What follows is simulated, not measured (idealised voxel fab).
process module | voxel released beams
cross-section cut | 240 nm wide | cells 5 nm
A cross-section is a grid of square cells, given in bands from the top down. A band is one or more rows of cells.
Each band's line starts with the height of the band's top and of its bottom, in nm. Then come its materials from left to right, each with its width in nm. One material with "throughout" fills the band from edge to edge. "air" is empty space.
Height 0 is the level under which the wafer as received is all one material. The lowest band goes on downwards, as in "0 down".
A width such as "30 to 40" changes by the same amount from each row of cells to the next, from the band's top row to its bottom row.
"no change" after a step means that no cell of the cross-section changed.
closed voids: empty space of 8 cells or more with no open way to the top, each as width x height at its distance from the left edge, in nm
after a step's settings: what the simulator itself notes on the step
overlay nm, on a step with a mask: how far to the right of its planned place the mask lay; to the left if negative
plan
1 op RECEIVE | material Si
2 op CONFORMAL_DEP | material SiN | thk nm 5
3 op DIRECTIONAL_DEP | material SiO2 | thk nm 15
4 op PATTERN | tone open | mask id ANCHOR | material resist | width nm 40 | thk nm 15 | overlay nm 0
5 op DIRECTIONAL_ETCH | etch materials SiO2 | depth nm 15
6 op STRIP | etch materials resist
7 op CONFORMAL_DEP | material TiN | thk nm 15
8 op MASKED_ETCH | tone cover | mask id BEAM | width nm 85 | etch materials TiN | depth nm 15 | overlay nm 0
9 op STRIP | etch materials SiO2
first wafer, as planned
as received, after step 1
  0 down: Si throughout
  closed voids: none
after step 2
  5 to 0: SiN throughout
  below 0: unchanged
after step 3
  20 to 5: SiO2 throughout
  below 5: unchanged
after step 4
  35 to 20: resist 80 | air 40 | resist 120
  below 20: unchanged
after step 5
  35 to 20: resist 80 | air 40 | resist 120
  20 to 5: SiO2 80 | air 40 | SiO2 120
  below 5: unchanged
after step 6
  20 to 5: SiO2 80 | air 40 | SiO2 120
  below 5: unchanged
after step 7
  35 to 20: TiN 95 | air 10 | TiN 135
  20 to 5: SiO2 80 | TiN 40 | SiO2 120
  below 5: unchanged
after step 8
  35 to 20: air 75 | TiN 20 | air 10 | TiN 55 | air 80
  below 20: unchanged
after step 9
  35 to 20: air 75 | TiN 20 | air 10 | TiN 55 | air 80
  20 to 5: air 80 | TiN 40 | air 120
  below 5: unchanged
second wafer: like start, like plan, one mistake. Through step 1 it matches the first wafer
when step 2 should have ended: no change
when step 3 should have ended
  15 to 0: SiO2 throughout
  below 0: unchanged
when step 4 should have ended
  30 to 15: resist 80 | air 40 | resist 120
  below 15: unchanged
when step 5 should have ended
  30 to 15: resist 80 | air 40 | resist 120
  15 to 0: SiO2 80 | air 40 | SiO2 120
  below 0: unchanged
when step 6 should have ended
  15 to 0: SiO2 80 | air 40 | SiO2 120
  below 0: unchanged
when step 7 should have ended
  30 to 15: TiN 95 | air 10 | TiN 135
  15 to 0: SiO2 80 | TiN 40 | SiO2 120
  below 0: unchanged
when step 8 should have ended
  30 to 15: air 75 | TiN 20 | air 10 | TiN 55 | air 80
  below 15: unchanged
when step 9 should have ended
  30 to 15: air 75 | TiN 20 | air 10 | TiN 55 | air 80
  15 to 0: air 80 | TiN 40 | air 120
  below 0: unchanged
what went wrong: step 2 was left out
at the end the second wafer has, in cells: 48 fewer of SiN
